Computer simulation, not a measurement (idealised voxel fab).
The name of this process module is voxel self aligned vias.
225 nm wide, 5 nm square cells: that's cross-section cut.
Cross-sections here: square-cell grids, written as top-down lists of bands, a band being one or more rows of cells. In this notation a band is specified by the heights of its top and bottom, in that order and in nm, after which its materials appear from left to right, each paired with its width in nm. The word "edge to edge" attached to a single material means that material fills the band from edge to edge; the word "air" stands for empty space. The reference from which all heights are counted is 0, the level beneath which the as-received wafer is entirely one material; the lowest band, having no lower bound, proceeds downward and is written after the example "0 and below". It should be noted that a width expressed as "30->40" varies in equal increments from row to row of cells within the band, taking the value of the first number at the top row and that of the second number at the bottom row. What does "all unchanged" mean for a step? It means no cell of the cross-section changed in that step. If an empty space has no open way to the top and is at least 8 cells in size, "Unvented cavities" lists it, written width x height at distance, where distance is measured from the left edge and every value is in nm. If you see something after the settings on a step's line, that's the simulator's own remark about that step. When a step includes a mask, the "overlay nm" setting on its line states how far to the right of its planned place that mask lay, and negative values state how far to the left. Read the rest as pairs. Take the cross-section before one process step, then the cross-section after it, which shows only down to the lowest band that changed. Under the pair, find the step between them and its settings. Bear in mind that pairs may come from different runs of this module on the same starting wafer: link a pair to the pair above it only where its entry headed "Before the process" says to.

-- Before the process
* 35 down to 15  SiO2=45, air=15, SiO2=45, air=15, SiO2=45, air=15, SiO2=45
* 15 down to 10  SiCN edge to edge
* 10 down to 0  SiO2 edge to edge
* 0 and below  Si edge to edge
* Unvented cavities: none

-- Post-Step Appearance
* 40 down to 35  TiN=50, air=5, TiN=55, air=5, TiN=55, air=5, TiN=50
* 35 down to 20  SiO2=45, TiN=5, air=5, TiN=5, SiO2=45, TiN=5, air=5, TiN=5, SiO2=45, TiN=5, air=5, TiN=5, SiO2=45
* 20 down to 15  SiO2=45, TiN=15, SiO2=45, TiN=15, SiO2=45, TiN=15, SiO2=45
* No changes below 15.
* Unvented cavities: none
Step applied between the pre-step and post-step cross-sections shown above: CONFORMAL_DEP [material TiN] [thk nm 5]

Before the process: Please consult the pair immediately above; the cross-section it shows after its step is the state before this step.

-- Post-Step Appearance
* 45 down to 40  Ru edge to edge
* 40 down to 35  TiN=50, Ru=5, TiN=55, Ru=5, TiN=55, Ru=5, TiN=50
* 35 down to 20  SiO2=45, TiN=5, Ru=5, TiN=5, SiO2=45, TiN=5, Ru=5, TiN=5, SiO2=45, TiN=5, Ru=5, TiN=5, SiO2=45
* No changes below 20.
* Unvented cavities: none
Step applied between the pre-step and post-step cross-sections shown above: FILL_DEP [material Ru] [thk nm 5]

Before the process: Please consult the pair immediately above; the cross-section it shows after its step is the state before this step.

-- Post-Step Appearance
* 35 down to 20  SiO2=45, TiN=5, Ru=5, TiN=5, SiO2=45, TiN=5, Ru=5, TiN=5, SiO2=45, TiN=5, Ru=5, TiN=5, SiO2=45
* No changes below 20.
* Unvented cavities: none
Step applied between the pre-step and post-step cross-sections shown above: CMP [height nm 35]

Before the process: Please consult the pair immediately above; the cross-section it shows after its step is the state before this step.

-- Post-Step Appearance
* 35 down to 25  SiO2=45, air=15, SiO2=45, air=15, SiO2=45, air=15, SiO2=45
* No changes below 25.
* Unvented cavities: none
Step applied between the pre-step and post-step cross-sections shown above: SELECTIVE_ETCH [etch materials W Ru TiN] [depth nm 10]

Before the process: Please consult the pair immediately above; the cross-section it shows after its step is the state before this step.

-- Post-Step Appearance
* 40 down to 35  SiN edge to edge
* 35 down to 25  SiO2=45, SiN=15, SiO2=45, SiN=15, SiO2=45, SiN=15, SiO2=45
* No changes below 25.
* Unvented cavities: none
Step applied between the pre-step and post-step cross-sections shown above: FILL_DEP [material SiN] [thk nm 5]

Before the process: Please consult the pair immediately above; the cross-section it shows after its step is the state before this step.

-- Post-Step Appearance
* 35 down to 25  SiO2=45, SiN=15, SiO2=45, SiN=15, SiO2=45, SiN=15, SiO2=45
* No changes below 25.
* Unvented cavities: none
Step applied between the pre-step and post-step cross-sections shown above: CMP [height nm 35]

Before the process: Please consult the pair immediately above; the cross-section it shows after its step is the state before this step.

-- Post-Step Appearance
* 50 down to 35  SiO2 edge to edge
* No changes below 35.
* Unvented cavities: none
Step applied between the pre-step and post-step cross-sections shown above: DIRECTIONAL_DEP [material SiO2] [thk nm 15]

Before the process: Please consult the pair immediately above; the cross-section it shows after its step is the state before this step.

-- Post-Step Appearance
* 50 down to 35  SiO2=30, air=45, SiO2=75, air=45, SiO2=30
* No changes below 35.
* Unvented cavities: none
Step applied between the pre-step and post-step cross-sections shown above: MASKED_ETCH [tone open] [mask id VIAS] [width nm 45] [pitch nm 120] [etch materials SiO2] [depth nm 15] [overlay nm 0]

Before the process: Please consult the pair immediately above; the cross-section it shows after its step is the state before this step.

-- Post-Step Appearance
* 50 down to 35  SiO2=30, air=45, SiO2=75, air=45, SiO2=30
* 35 down to 25  SiO2=45, air=15, SiO2=45, SiN=15, SiO2=45, air=15, SiO2=45
* No changes below 25.
* Unvented cavities: none
Step applied between the pre-step and post-step cross-sections shown above: MASKED_ETCH [tone open] [mask id VIAS] [width nm 45] [pitch nm 120] [etch materials SiN] [depth nm 10] [overlay nm 0]

Before the process: Please consult the pair immediately above; the cross-section it shows after its step is the state before this step.

-- Post-Step Appearance
* 55 down to 50  TiN=35, air=35, TiN=85, air=35, TiN=35
* 50 down to 40  SiO2=30, TiN=5, air=35, TiN=5, SiO2=75, TiN=5, air=35, TiN=5, SiO2=30
* 40 down to 35  SiO2=30, TiN=20, air=5, TiN=20, SiO2=75, TiN=20, air=5, TiN=20, SiO2=30
* 35 down to 30  SiO2=45, TiN=5, air=5, TiN=5, SiO2=45, SiN=15, SiO2=45, TiN=5, air=5, TiN=5, SiO2=45
* 30 down to 25  SiO2=45, TiN=15, SiO2=45, SiN=15, SiO2=45, TiN=15, SiO2=45
* No changes below 25.
* Unvented cavities: none
Step applied between the pre-step and post-step cross-sections shown above: CONFORMAL_DEP [material TiN] [thk nm 5]

Before the process: Please consult the pair immediately above; the cross-section it shows after its step is the state before this step.

-- Post-Step Appearance
* 60 down to 55  Cu edge to edge
* 55 down to 50  TiN=35, Cu=35, TiN=85, Cu=35, TiN=35
* 50 down to 40  SiO2=30, TiN=5, Cu=35, TiN=5, SiO2=75, TiN=5, Cu=35, TiN=5, SiO2=30
* 40 down to 35  SiO2=30, TiN=20, Cu=5, TiN=20, SiO2=75, TiN=20, Cu=5, TiN=20, SiO2=30
* 35 down to 30  SiO2=45, TiN=5, Cu=5, TiN=5, SiO2=45, SiN=15, SiO2=45, TiN=5, Cu=5, TiN=5, SiO2=45
* No changes below 30.
* Unvented cavities: none
Step applied between the pre-step and post-step cross-sections shown above: FILL_DEP [material Cu] [thk nm 5]

Before the process: Please consult the pair immediately above; the cross-section it shows after its step is the state before this step.

-- Post-Step Appearance
* 50 down to 40  SiO2=30, TiN=5, Cu=35, TiN=5, SiO2=75, TiN=5, Cu=35, TiN=5, SiO2=30
* No changes below 40.
* Unvented cavities: none
Step applied between the pre-step and post-step cross-sections shown above: CMP [height nm 50]

Before the process: Please consult the pair immediately above; the cross-section it shows after its step is the state before this step.

-- Post-Step Appearance
* 55 down to 50  SiN edge to edge
* No changes below 50.
* Unvented cavities: none
Step applied between the pre-step and post-step cross-sections shown above: CONFORMAL_DEP [material SiN] [thk nm 5]

-- Before the process
* 35 down to 15  SiO2 edge to edge
* 15 down to 10  SiCN edge to edge
* 10 down to 0  SiO2 edge to edge
* 0 and below  Si edge to edge
* Unvented cavities: none

-- Post-Step Appearance
* 50 down to 35  resist=50, air=25, resist=35, air=25, resist=35, air=25, resist=30
* No changes below 35.
* Unvented cavities: none
Step applied between the pre-step and post-step cross-sections shown above: PATTERN [tone open] [mask id LINES] [material resist] [width nm 25] [pitch nm 60] [thk nm 15] [overlay nm 10]

Before the process: Please consult the pair immediately above; the cross-section it shows after its step is the state before this step.

-- Post-Step Appearance
* 50 down to 35  resist=50, air=25, resist=35, air=25, resist=35, air=25, resist=30
* 35 down to 15  SiO2=50, air=25, SiO2=35, air=25, SiO2=35, air=25, SiO2=30
* No changes below 15.
* Unvented cavities: none
Step applied between the pre-step and post-step cross-sections shown above: DIRECTIONAL_ETCH [etch materials SiO2] [depth nm 20]

Before the process: Please consult the pair immediately above; the cross-section it shows after its step is the state before this step.

-- Post-Step Appearance
* 35 down to 15  SiO2=50, air=25, SiO2=35, air=25, SiO2=35, air=25, SiO2=30
* No changes below 15.
* Unvented cavities: none
Step applied between the pre-step and post-step cross-sections shown above: STRIP [etch materials resist]

Before the process: Please consult the pair immediately above; the cross-section it shows after its step is the state before this step.

-- Post-Step Appearance
* 40 down to 35  TiN=55, air=15, TiN=45, air=15, TiN=45, air=15, TiN=35
* 35 down to 20  SiO2=50, TiN=5, air=15, TiN=5, SiO2=35, TiN=5, air=15, TiN=5, SiO2=35, TiN=5, air=15, TiN=5, SiO2=30
* 20 down to 15  SiO2=50, TiN=25, SiO2=35, TiN=25, SiO2=35, TiN=25, SiO2=30
* No changes below 15.
* Unvented cavities: none
Step applied between the pre-step and post-step cross-sections shown above: CONFORMAL_DEP [material TiN] [thk nm 5]

Before the process: Please consult the pair immediately above; the cross-section it shows after its step is the state before this step.

-- Post-Step Appearance
* 45 down to 40  Ru edge to edge
* 40 down to 35  TiN=55, Ru=15, TiN=45, Ru=15, TiN=45, Ru=15, TiN=35
* 35 down to 20  SiO2=50, TiN=5, Ru=15, TiN=5, SiO2=35, TiN=5, Ru=15, TiN=5, SiO2=35, TiN=5, Ru=15, TiN=5, SiO2=30
* No changes below 20.
* Unvented cavities: none
Step applied between the pre-step and post-step cross-sections shown above: FILL_DEP [material Ru] [thk nm 5]

Before the process: Please consult the pair immediately above; the cross-section it shows after its step is the state before this step.

-- Post-Step Appearance
* 35 down to 20  SiO2=50, TiN=5, Ru=15, TiN=5, SiO2=35, TiN=5, Ru=15, TiN=5, SiO2=35, TiN=5, Ru=15, TiN=5, SiO2=30
* No changes below 20.
* Unvented cavities: none
Step applied between the pre-step and post-step cross-sections shown above: CMP [height nm 35]

Before the process: Please consult the pair immediately above; the cross-section it shows after its step is the state before this step.

-- Post-Step Appearance
* 35 down to 25  SiO2=50, air=25, SiO2=35, air=25, SiO2=35, air=25, SiO2=30
* No changes below 25.
* Unvented cavities: none
Step applied between the pre-step and post-step cross-sections shown above: SELECTIVE_ETCH [etch materials W Ru TiN] [depth nm 10]

Before the process: Please consult the pair immediately above; the cross-section it shows after its step is the state before this step.

-- Post-Step Appearance
* 40 down to 35  SiN edge to edge
* 35 down to 25  SiO2=50, SiN=25, SiO2=35, SiN=25, SiO2=35, SiN=25, SiO2=30
* No changes below 25.
* Unvented cavities: none
Step applied between the pre-step and post-step cross-sections shown above: FILL_DEP [material SiN] [thk nm 5]

Before the process: Please consult the pair immediately above; the cross-section it shows after its step is the state before this step.

-- Post-Step Appearance
* 35 down to 25  SiO2=50, SiN=25, SiO2=35, SiN=25, SiO2=35, SiN=25, SiO2=30
* No changes below 25.
* Unvented cavities: none
Step applied between the pre-step and post-step cross-sections shown above: CMP [height nm 35]

Before the process: Please consult the pair immediately above; the cross-section it shows after its step is the state before this step.

-- Post-Step Appearance
* 50 down to 35  SiO2 edge to edge
* No changes below 35.
* Unvented cavities: none
Step applied between the pre-step and post-step cross-sections shown above: DIRECTIONAL_DEP [material SiO2] [thk nm 15]

Before the process: Please consult the pair immediately above; the cross-section it shows after its step is the state before this step.

-- Post-Step Appearance
* 50 down to 35  SiO2=30, air=45, SiO2=75, air=45, SiO2=30
* No changes below 35.
* Unvented cavities: none
Step applied between the pre-step and post-step cross-sections shown above: MASKED_ETCH [tone open] [mask id VIAS] [width nm 45] [pitch nm 120] [etch materials SiO2] [depth nm 15] [overlay nm 0]

Before the process: Please consult the pair immediately above; the cross-section it shows after its step is the state before this step.

-- Post-Step Appearance
* 50 down to 35  SiO2=30, air=45, SiO2=75, air=45, SiO2=30
* 35 down to 25  SiO2=50, air=25, SiO2=35, SiN=25, SiO2=35, air=25, SiO2=30
* No changes below 25.
* Unvented cavities: none
Step applied between the pre-step and post-step cross-sections shown above: MASKED_ETCH [tone open] [mask id VIAS] [width nm 45] [pitch nm 120] [etch materials SiN] [depth nm 10] [overlay nm 0]

Before the process: Please consult the pair immediately above; the cross-section it shows after its step is the state before this step.

-- Post-Step Appearance
* 55 down to 50  TiN=35, air=35, TiN=85, air=35, TiN=35
* 50 down to 40  SiO2=30, TiN=5, air=35, TiN=5, SiO2=75, TiN=5, air=35, TiN=5, SiO2=30
* 40 down to 35  SiO2=30, TiN=25, air=15, TiN=5, SiO2=75, TiN=25, air=15, TiN=5, SiO2=30
* 35 down to 30  SiO2=50, TiN=5, air=15, TiN=5, SiO2=35, SiN=25, SiO2=35, TiN=5, air=15, TiN=5, SiO2=30
* 30 down to 25  SiO2=50, TiN=25, SiO2=35, SiN=25, SiO2=35, TiN=25, SiO2=30
* No changes below 25.
* Unvented cavities: none
Step applied between the pre-step and post-step cross-sections shown above: CONFORMAL_DEP [material TiN] [thk nm 5]

Before the process: Please consult the pair immediately above; the cross-section it shows after its step is the state before this step.

-- Post-Step Appearance
* 60 down to 55  Cu edge to edge
* 55 down to 50  TiN=35, Cu=35, TiN=85, Cu=35, TiN=35
* 50 down to 40  SiO2=30, TiN=5, Cu=35, TiN=5, SiO2=75, TiN=5, Cu=35, TiN=5, SiO2=30
* 40 down to 35  SiO2=30, TiN=25, Cu=15, TiN=5, SiO2=75, TiN=25, Cu=15, TiN=5, SiO2=30
* 35 down to 30  SiO2=50, TiN=5, Cu=15, TiN=5, SiO2=35, SiN=25, SiO2=35, TiN=5, Cu=15, TiN=5, SiO2=30
* No changes below 30.
* Unvented cavities: none
Step applied between the pre-step and post-step cross-sections shown above: FILL_DEP [material Cu] [thk nm 5]

Before the process: Please consult the pair immediately above; the cross-section it shows after its step is the state before this step.

-- Post-Step Appearance
* 50 down to 40  SiO2=30, TiN=5, Cu=35, TiN=5, SiO2=75, TiN=5, Cu=35, TiN=5, SiO2=30
* No changes below 40.
* Unvented cavities: none
Step applied between the pre-step and post-step cross-sections shown above: CMP [height nm 50]

Before the process: Please consult the pair immediately above; the cross-section it shows after its step is the state before this step.

-- Post-Step Appearance
* 55 down to 50  SiN edge to edge
* No changes below 50.
* Unvented cavities: none
Step applied between the pre-step and post-step cross-sections shown above: CONFORMAL_DEP [material SiN] [thk nm 5]

-- Before the process
* 10 down to 0  SiO2 edge to edge
* 0 and below  Si edge to edge
* Unvented cavities: none

-- Post-Step Appearance
* 15 down to 10  Ru edge to edge
* No changes below 10.
* Unvented cavities: none
Step applied between the pre-step and post-step cross-sections shown above: CONFORMAL_DEP [material Ru] [thk nm 5]

Before the process: Please consult the pair immediately above; the cross-section it shows after its step is the state before this step.

-- Post-Step Appearance
* 35 down to 15  SiO2 edge to edge
* No changes below 15.
* Unvented cavities: none
Step applied between the pre-step and post-step cross-sections shown above: DIRECTIONAL_DEP [material SiO2] [thk nm 20]

Before the process: Please consult the pair immediately above; the cross-section it shows after its step is the state before this step.

-- Post-Step Appearance
* 50 down to 35  resist=40, air=25, resist=35, air=25, resist=35, air=25, resist=40
* No changes below 35.
* Unvented cavities: none
Step applied between the pre-step and post-step cross-sections shown above: PATTERN [tone open] [mask id LINES] [material resist] [width nm 25] [pitch nm 60] [thk nm 15] [overlay nm 0]

Before the process: Please consult the pair immediately above; the cross-section it shows after its step is the state before this step.

-- Post-Step Appearance
* 50 down to 35  resist=40, air=25, resist=35, air=25, resist=35, air=25, resist=40
* 35 down to 15  SiO2=40, air=25, SiO2=35, air=25, SiO2=35, air=25, SiO2=40
* No changes below 15.
* Unvented cavities: none
Step applied between the pre-step and post-step cross-sections shown above: DIRECTIONAL_ETCH [etch materials SiO2] [depth nm 20]

Before the process: Please consult the pair immediately above; the cross-section it shows after its step is the state before this step.

-- Post-Step Appearance
* 35 down to 15  SiO2=40, air=25, SiO2=35, air=25, SiO2=35, air=25, SiO2=40
* No changes below 15.
* Unvented cavities: none
Step applied between the pre-step and post-step cross-sections shown above: STRIP [etch materials resist]

Before the process: Please consult the pair immediately above; the cross-section it shows after its step is the state before this step.

-- Post-Step Appearance
* 40 down to 35  TiN=45, air=15, TiN=45, air=15, TiN=45, air=15, TiN=45
* 35 down to 20  SiO2=40, TiN=5, air=15, TiN=5, SiO2=35, TiN=5, air=15, TiN=5, SiO2=35, TiN=5, air=15, TiN=5, SiO2=40
* 20 down to 15  SiO2=40, TiN=25, SiO2=35, TiN=25, SiO2=35, TiN=25, SiO2=40
* No changes below 15.
* Unvented cavities: none
Step applied between the pre-step and post-step cross-sections shown above: CONFORMAL_DEP [material TiN] [thk nm 5]

Before the process: Please consult the pair immediately above; the cross-section it shows after its step is the state before this step.

-- Post-Step Appearance
* 45 down to 40  Ru edge to edge
* 40 down to 35  TiN=45, Ru=15, TiN=45, Ru=15, TiN=45, Ru=15, TiN=45
* 35 down to 20  SiO2=40, TiN=5, Ru=15, TiN=5, SiO2=35, TiN=5, Ru=15, TiN=5, SiO2=35, TiN=5, Ru=15, TiN=5, SiO2=40
* No changes below 20.
* Unvented cavities: none
Step applied between the pre-step and post-step cross-sections shown above: FILL_DEP [material Ru] [thk nm 5]

Before the process: Please consult the pair immediately above; the cross-section it shows after its step is the state before this step.

-- Post-Step Appearance
* 35 down to 20  SiO2=40, TiN=5, Ru=15, TiN=5, SiO2=35, TiN=5, Ru=15, TiN=5, SiO2=35, TiN=5, Ru=15, TiN=5, SiO2=40
* No changes below 20.
* Unvented cavities: none
Step applied between the pre-step and post-step cross-sections shown above: CMP [height nm 35]

Before the process: Please consult the pair immediately above; the cross-section it shows after its step is the state before this step.

-- Post-Step Appearance
* 35 down to 25  SiO2=40, air=25, SiO2=35, air=25, SiO2=35, air=25, SiO2=40
* No changes below 25.
* Unvented cavities: none
Step applied between the pre-step and post-step cross-sections shown above: SELECTIVE_ETCH [etch materials W Ru TiN] [depth nm 10]

Before the process: Please consult the pair immediately above; the cross-section it shows after its step is the state before this step.

-- Post-Step Appearance
* 40 down to 35  SiN edge to edge
* 35 down to 25  SiO2=40, SiN=25, SiO2=35, SiN=25, SiO2=35, SiN=25, SiO2=40
* No changes below 25.
* Unvented cavities: none
Step applied between the pre-step and post-step cross-sections shown above: FILL_DEP [material SiN] [thk nm 5]

Before the process: Please consult the pair immediately above; the cross-section it shows after its step is the state before this step.

-- Post-Step Appearance
* 35 down to 25  SiO2=40, SiN=25, SiO2=35, SiN=25, SiO2=35, SiN=25, SiO2=40
* No changes below 25.
* Unvented cavities: none
Step applied between the pre-step and post-step cross-sections shown above: CMP [height nm 35]

Before the process: Please consult the pair immediately above; the cross-section it shows after its step is the state before this step.

-- Post-Step Appearance
* 50 down to 35  SiO2 edge to edge
* No changes below 35.
* Unvented cavities: none
Step applied between the pre-step and post-step cross-sections shown above: DIRECTIONAL_DEP [material SiO2] [thk nm 15]

Before the process: Please consult the pair immediately above; the cross-section it shows after its step is the state before this step.

-- Post-Step Appearance
* 50 down to 35  SiO2=30, air=45, SiO2=75, air=45, SiO2=30
* No changes below 35.
* Unvented cavities: none
Step applied between the pre-step and post-step cross-sections shown above: MASKED_ETCH [tone open] [mask id VIAS] [width nm 45] [pitch nm 120] [etch materials SiO2] [depth nm 15] [overlay nm 0]

Before the process: Please consult the pair immediately above; the cross-section it shows after its step is the state before this step.

-- Post-Step Appearance
* 50 down to 35  SiO2=30, air=45, SiO2=75, air=45, SiO2=30
* 35 down to 25  SiO2=40, air=25, SiO2=35, SiN=25, SiO2=35, air=25, SiO2=40
* No changes below 25.
* Unvented cavities: none
Step applied between the pre-step and post-step cross-sections shown above: MASKED_ETCH [tone open] [mask id VIAS] [width nm 45] [pitch nm 120] [etch materials SiN] [depth nm 10] [overlay nm 0]

Before the process: Please consult the pair immediately above; the cross-section it shows after its step is the state before this step.

-- Post-Step Appearance
* 55 down to 50  TiN=35, air=35, TiN=85, air=35, TiN=35
* 50 down to 40  SiO2=30, TiN=5, air=35, TiN=5, SiO2=75, TiN=5, air=35, TiN=5, SiO2=30
* 40 down to 35  SiO2=30, TiN=15, air=15, TiN=15, SiO2=75, TiN=15, air=15, TiN=15, SiO2=30
* 35 down to 30  SiO2=40, TiN=5, air=15, TiN=5, SiO2=35, SiN=25, SiO2=35, TiN=5, air=15, TiN=5, SiO2=40
* 30 down to 25  SiO2=40, TiN=25, SiO2=35, SiN=25, SiO2=35, TiN=25, SiO2=40
* No changes below 25.
* Unvented cavities: none
Step applied between the pre-step and post-step cross-sections shown above: CONFORMAL_DEP [material TiN] [thk nm 5]

Before the process: Please consult the pair immediately above; the cross-section it shows after its step is the state before this step.

-- Post-Step Appearance
* 60 down to 55  Cu edge to edge
* 55 down to 50  TiN=35, Cu=35, TiN=85, Cu=35, TiN=35
* 50 down to 40  SiO2=30, TiN=5, Cu=35, TiN=5, SiO2=75, TiN=5, Cu=35, TiN=5, SiO2=30
* 40 down to 35  SiO2=30, TiN=15, Cu=15, TiN=15, SiO2=75, TiN=15, Cu=15, TiN=15, SiO2=30
* 35 down to 30  SiO2=40, TiN=5, Cu=15, TiN=5, SiO2=35, SiN=25, SiO2=35, TiN=5, Cu=15, TiN=5, SiO2=40
* No changes below 30.
* Unvented cavities: none
Step applied between the pre-step and post-step cross-sections shown above: FILL_DEP [material Cu] [thk nm 5]

Before the process: Please consult the pair immediately above; the cross-section it shows after its step is the state before this step.

-- Post-Step Appearance
* 50 down to 40  SiO2=30, TiN=5, Cu=35, TiN=5, SiO2=75, TiN=5, Cu=35, TiN=5, SiO2=30
* No changes below 40.
* Unvented cavities: none
Step applied between the pre-step and post-step cross-sections shown above: CMP [height nm 50]

Before the process: Please consult the pair immediately above; the cross-section it shows after its step is the state before this step.

-- Post-Step Appearance
* 55 down to 50  SiN edge to edge
* No changes below 50.
* Unvented cavities: none
Step applied between the pre-step and post-step cross-sections shown above: CONFORMAL_DEP [material SiN] [thk nm 5]

-- Before the process
* 35 down to 15  SiO2 edge to edge
* 15 down to 10  SiCN edge to edge
* 10 down to 0  SiO2 edge to edge
* 0 and below  Si edge to edge
* Unvented cavities: none

-- Post-Step Appearance
* 50 down to 35  air=40, resist=25, air=35, resist=25, air=35, resist=25, air=40
* No changes below 35.
* Unvented cavities: none
Step applied between the pre-step and post-step cross-sections shown above: PATTERN [tone cover] [mask id LINES] [material resist] [width nm 25] [pitch nm 60] [thk nm 15] [overlay nm 0]

Before the process: Please consult the pair immediately above; the cross-section it shows after its step is the state before this step.

-- Post-Step Appearance
* 50 down to 35  air=40, resist=25, air=35, resist=25, air=35, resist=25, air=40
* 35 down to 15  air=40, SiO2=25, air=35, SiO2=25, air=35, SiO2=25, air=40
* No changes below 15.
* Unvented cavities: none
Step applied between the pre-step and post-step cross-sections shown above: DIRECTIONAL_ETCH [etch materials SiO2] [depth nm 20]

Before the process: Please consult the pair immediately above; the cross-section it shows after its step is the state before this step.

-- Post-Step Appearance
* 35 down to 15  air=40, SiO2=25, air=35, SiO2=25, air=35, SiO2=25, air=40
* No changes below 15.
* Unvented cavities: none
Step applied between the pre-step and post-step cross-sections shown above: STRIP [etch materials resist]

Before the process: Please consult the pair immediately above; the cross-section it shows after its step is the state before this step.

-- Post-Step Appearance
* 40 down to 35  air=35, TiN=35, air=25, TiN=35, air=25, TiN=35, air=35
* 35 down to 20  air=35, TiN=5, SiO2=25, TiN=5, air=25, TiN=5, SiO2=25, TiN=5, air=25, TiN=5, SiO2=25, TiN=5, air=35
* 20 down to 15  TiN=40, SiO2=25, TiN=35, SiO2=25, TiN=35, SiO2=25, TiN=40
* No changes below 15.
* Unvented cavities: none
Step applied between the pre-step and post-step cross-sections shown above: CONFORMAL_DEP [material TiN] [thk nm 5]

Before the process: Please consult the pair immediately above; the cross-section it shows after its step is the state before this step.

-- Post-Step Appearance
* 45 down to 40  Ru edge to edge
* 40 down to 35  Ru=35, TiN=35, Ru=25, TiN=35, Ru=25, TiN=35, Ru=35
* 35 down to 20  Ru=35, TiN=5, SiO2=25, TiN=5, Ru=25, TiN=5, SiO2=25, TiN=5, Ru=25, TiN=5, SiO2=25, TiN=5, Ru=35
* No changes below 20.
* Unvented cavities: none
Step applied between the pre-step and post-step cross-sections shown above: FILL_DEP [material Ru] [thk nm 5]

Before the process: Please consult the pair immediately above; the cross-section it shows after its step is the state before this step.

-- Post-Step Appearance
* 35 down to 20  Ru=35, TiN=5, SiO2=25, TiN=5, Ru=25, TiN=5, SiO2=25, TiN=5, Ru=25, TiN=5, SiO2=25, TiN=5, Ru=35
* No changes below 20.
* Unvented cavities: none
Step applied between the pre-step and post-step cross-sections shown above: CMP [height nm 35]

Before the process: Please consult the pair immediately above; the cross-section it shows after its step is the state before this step.

-- Post-Step Appearance
* 35 down to 25  air=40, SiO2=25, air=35, SiO2=25, air=35, SiO2=25, air=40
* No changes below 25.
* Unvented cavities: none
Step applied between the pre-step and post-step cross-sections shown above: SELECTIVE_ETCH [etch materials W Ru TiN] [depth nm 10]

Before the process: Please consult the pair immediately above; the cross-section it shows after its step is the state before this step.

-- Post-Step Appearance
* 40 down to 35  SiN edge to edge
* 35 down to 25  SiN=40, SiO2=25, SiN=35, SiO2=25, SiN=35, SiO2=25, SiN=40
* No changes below 25.
* Unvented cavities: none
Step applied between the pre-step and post-step cross-sections shown above: FILL_DEP [material SiN] [thk nm 5]

Before the process: Please consult the pair immediately above; the cross-section it shows after its step is the state before this step.

-- Post-Step Appearance
* 35 down to 25  SiN=40, SiO2=25, SiN=35, SiO2=25, SiN=35, SiO2=25, SiN=40
* No changes below 25.
* Unvented cavities: none
Step applied between the pre-step and post-step cross-sections shown above: CMP [height nm 35]

Before the process: Please consult the pair immediately above; the cross-section it shows after its step is the state before this step.

-- Post-Step Appearance
* 50 down to 35  SiO2 edge to edge
* No changes below 35.
* Unvented cavities: none
Step applied between the pre-step and post-step cross-sections shown above: DIRECTIONAL_DEP [material SiO2] [thk nm 15]

Before the process: Please consult the pair immediately above; the cross-section it shows after its step is the state before this step.

-- Post-Step Appearance
* 50 down to 35  SiO2=30, air=45, SiO2=75, air=45, SiO2=30
* No changes below 35.
* Unvented cavities: none
Step applied between the pre-step and post-step cross-sections shown above: MASKED_ETCH [tone open] [mask id VIAS] [width nm 45] [pitch nm 120] [etch materials SiO2] [depth nm 15] [overlay nm 0]

Before the process: Please consult the pair immediately above; the cross-section it shows after its step is the state before this step.

-- Post-Step Appearance
* 50 down to 35  SiO2=30, air=45, SiO2=75, air=45, SiO2=30
* 35 down to 25  SiN=30, air=10, SiO2=25, air=10, SiN=25, SiO2=25, SiN=25, air=10, SiO2=25, air=10, SiN=30
* No changes below 25.
* Unvented cavities: none
Step applied between the pre-step and post-step cross-sections shown above: MASKED_ETCH [tone open] [mask id VIAS] [width nm 45] [pitch nm 120] [etch materials SiN] [depth nm 10] [overlay nm 0]

Before the process: Please consult the pair immediately above; the cross-section it shows after its step is the state before this step.

-- Post-Step Appearance
* 55 down to 50  TiN=35, air=35, TiN=85, air=35, TiN=35
* 50 down to 40  SiO2=30, TiN=5, air=35, TiN=5, SiO2=75, TiN=5, air=35, TiN=5, SiO2=30
* 40 down to 35  SiO2=30, TiN=45, SiO2=75, TiN=45, SiO2=30
* 35 down to 25  SiN=30, TiN=10, SiO2=25, TiN=10, SiN=25, SiO2=25, SiN=25, TiN=10, SiO2=25, TiN=10, SiN=30
* No changes below 25.
* Unvented cavities: none
Step applied between the pre-step and post-step cross-sections shown above: CONFORMAL_DEP [material TiN] [thk nm 5]

Before the process: Please consult the pair immediately above; the cross-section it shows after its step is the state before this step.

-- Post-Step Appearance
* 60 down to 55  Cu edge to edge
* 55 down to 50  TiN=35, Cu=35, TiN=85, Cu=35, TiN=35
* 50 down to 40  SiO2=30, TiN=5, Cu=35, TiN=5, SiO2=75, TiN=5, Cu=35, TiN=5, SiO2=30
* No changes below 40.
* Unvented cavities: none
Step applied between the pre-step and post-step cross-sections shown above: FILL_DEP [material Cu] [thk nm 5]

Before the process: Please consult the pair immediately above; the cross-section it shows after its step is the state before this step.

-- Post-Step Appearance
* 50 down to 40  SiO2=30, TiN=5, Cu=35, TiN=5, SiO2=75, TiN=5, Cu=35, TiN=5, SiO2=30
* No changes below 40.
* Unvented cavities: none
Step applied between the pre-step and post-step cross-sections shown above: CMP [height nm 50]

Before the process: Please consult the pair immediately above; the cross-section it shows after its step is the state before this step.

-- Post-Step Appearance
* 55 down to 50  SiN edge to edge
* No changes below 50.
* Unvented cavities: none
Step applied between the pre-step and post-step cross-sections shown above: CONFORMAL_DEP [material SiN] [thk nm 5]
